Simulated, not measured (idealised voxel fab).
This is a process module. Its name is voxel transistor to metal.
Shown is cross-section cut, with a width of 145 nm and square cells of size 5 nm.
A cross-section in this document is a grid of square cells, and it is written down as bands, the top band listed before the ones below it; a band is made up of one or more rows of cells. The entry gives the band's vertical extent as a top height and a bottom height in nm, then its horizontal make-up as materials from left to right, each with a width in nm. "empty" stands for empty space; a single material marked "everywhere" fills the band edge to edge. Beneath 0, the wafer as received is one material, and that level is where height counting begins. The lowest band goes on downward without a bottom; it is written like "0 and below". Quick explanation for "30 to 40": the width changes in equal steps down the rows of cells, from the first number in the band's top row to the second number in its bottom row. "all unchanged" (step): cross-section cells unchanged, all of them. Reported under the label "Enclosed void entries" are the empty spaces having no open way to the top and comprising 8 cells or more; the notation for each is width x height at distance, in which the distance is measured from the left edge and all three values are in nm. Step line, after settings: the simulator's comment on this step. overlay nm: for a step with a mask, the amount by which the mask lay right of where it was planned; a negative amount means left of it.

**Intended process steps**
1,RECEIVE with material Si
2,CONFORMAL_DEP with material SiO2, thk nm 5
3,CONFORMAL_DEP with material SiN, thk nm 15
4,DIRECTIONAL_DEP with material aC, thk nm 10
5,PATTERN with tone cover, mask id ACTIVE, material resist, width nm 100, thk nm 25, overlay nm 0
6,DIRECTIONAL_ETCH with etch materials aC, depth nm 10
7,STRIP with etch materials resist
8,DIRECTIONAL_ETCH with etch materials SiN, depth nm 15
9,DIRECTIONAL_ETCH with etch materials SiO2, depth nm 5
10,DIRECTIONAL_ETCH with etch materials Si, depth nm 20
11,STRIP with etch materials aC
12,FILL_DEP with material SiO2, thk nm 15
13,CMP with height nm 20
14,SELECTIVE_ETCH with etch materials SiO2, depth nm 15
15,STRIP with etch materials SiN
16,SELECTIVE_ETCH with etch materials SiO2, depth nm 5
17,OXIDIZE with depth nm 5
18,DIRECTIONAL_DEP with material polySi, thk nm 25
19,DIRECTIONAL_DEP with material SiCN, thk nm 10
20,MASKED_ETCH with tone cover, mask id GATE, width nm 20, etch materials SiCN, depth nm 20, overlay nm 0
21,MASKED_ETCH with tone cover, mask id GATE, width nm 20, etch materials polySi, depth nm 35, overlay nm 0
22,CONFORMAL_DEP with material SiO2, thk nm 5
23,DIRECTIONAL_ETCH with etch materials SiO2, depth nm 5
24,CONFORMAL_DEP with material SiN, thk nm 10
25,DIRECTIONAL_ETCH with etch materials SiN, depth nm 10
26,DIRECTIONAL_ETCH with etch materials SiO2, depth nm 5
27,DIRECTIONAL_ETCH with etch materials Si, depth nm 5
28,EPI with material pSi, thk nm 10
29,FILL_DEP with material SiO2, thk nm 10
30,CMP with height nm 35
31,DIRECTIONAL_DEP with material SiO2, thk nm 15
32,MASKED_ETCH with tone open, mask id CONTACT, width nm 20, pitch nm 70, etch materials SiO2, depth nm 50, overlay nm 0
33,CONFORMAL_DEP with material TiN, thk nm 5
34,FILL_DEP with material W, thk nm 10
35,CMP with height nm 50
36,CONFORMAL_DEP with material SiN, thk nm 5
37,DIRECTIONAL_DEP with material lowk, thk nm 15
38,MASKED_ETCH with tone open, mask id METAL_1, width nm 20, pitch nm 70, etch materials lowk, depth nm 15, overlay nm 0
39,MASKED_ETCH with tone open, mask id METAL_1, width nm 20, pitch nm 70, etch materials SiN, depth nm 5, overlay nm 0
40,CONFORMAL_DEP with material TiN, thk nm 5
41,FILL_DEP with material Cu, thk nm 10
42,CMP with height nm 70
43,CONFORMAL_DEP with material SiCN, thk nm 5
44,DIRECTIONAL_DEP with material lowk, thk nm 30
45,DIRECTIONAL_DEP with material aC, thk nm 10
46,PATTERN with tone open, mask id METAL_2, material resist, width nm 20, pitch nm 70, thk nm 30, overlay nm -10
47,DIRECTIONAL_ETCH with etch materials aC, depth nm 10
48,STRIP with etch materials resist
49,DIRECTIONAL_ETCH with etch materials lowk, depth nm 15
50,STRIP with etch materials aC
51,DIRECTIONAL_DEP with material aC, thk nm 10
52,PATTERN with tone open, mask id METAL_2_HOLES, material resist, width nm 15, pitch nm 70, thk nm 30, overlay nm 0
53,DIRECTIONAL_ETCH with etch materials aC, depth nm 10
54,STRIP with etch materials resist
55,DIRECTIONAL_ETCH with etch materials lowk, depth nm 15
56,DIRECTIONAL_ETCH with etch materials SiCN, depth nm 5
57,STRIP with etch materials aC
58,CONFORMAL_DEP with material TiN, thk nm 5
59,FILL_DEP with material Ru, thk nm 10
60,CMP with height nm 105
61,CONFORMAL_DEP with material SiCN, thk nm 5
The overlay nm used in step 46 is not the same on every wafer, whereas the starting condition is; the value printed in the plan is the first wafer's.

**Here's the first of the wafers in cross-section, just as we got it, i.e. after step 1**
> 0 and below | Si everywhere
> Enclosed void entries: none

**The rows of the table below are wafers. Looking at the end of the module, a row counts, for every material, the cells the wafer has gained, shown as (+), or lost, shown as (-), since it was received; its closed voids come next**
overlay nm -10, +12 Cu, +12 Ru, -66 Si, +62 SiCN, +49 SiN, +198 SiO2, +98 TiN, +32 W, +195 lowk, +26 pSi, +20 polySi, Enclosed void entries: none
overlay nm -5, +12 Cu, +16 Ru, -66 Si, +60 SiCN, +49 SiN, +198 SiO2, +96 TiN, +32 W, +195 lowk, +26 pSi, +20 polySi, Enclosed void entries: none
overlay nm 0, +12 Cu, +16 Ru, -66 Si, +60 SiCN, +49 SiN, +198 SiO2, +96 TiN, +32 W, +195 lowk, +26 pSi, +20 polySi, Enclosed void entries: none
overlay nm 5, +12 Cu, +12 Ru, -66 Si, +62 SiCN, +49 SiN, +198 SiO2, +98 TiN, +32 W, +195 lowk, +26 pSi, +20 polySi, Enclosed void entries: none
overlay nm 10, +12 Cu, +16 Ru, -66 Si, +64 SiCN, +49 SiN, +198 SiO2, +92 TiN, +32 W, +195 lowk, +26 pSi, +20 polySi, Enclosed void entries: none
overlay nm 15, +12 Cu, +20 Ru, -66 Si, +66 SiCN, +49 SiN, +198 SiO2, +86 TiN, +32 W, +195 lowk, +26 pSi, +20 polySi, Enclosed void entries: none
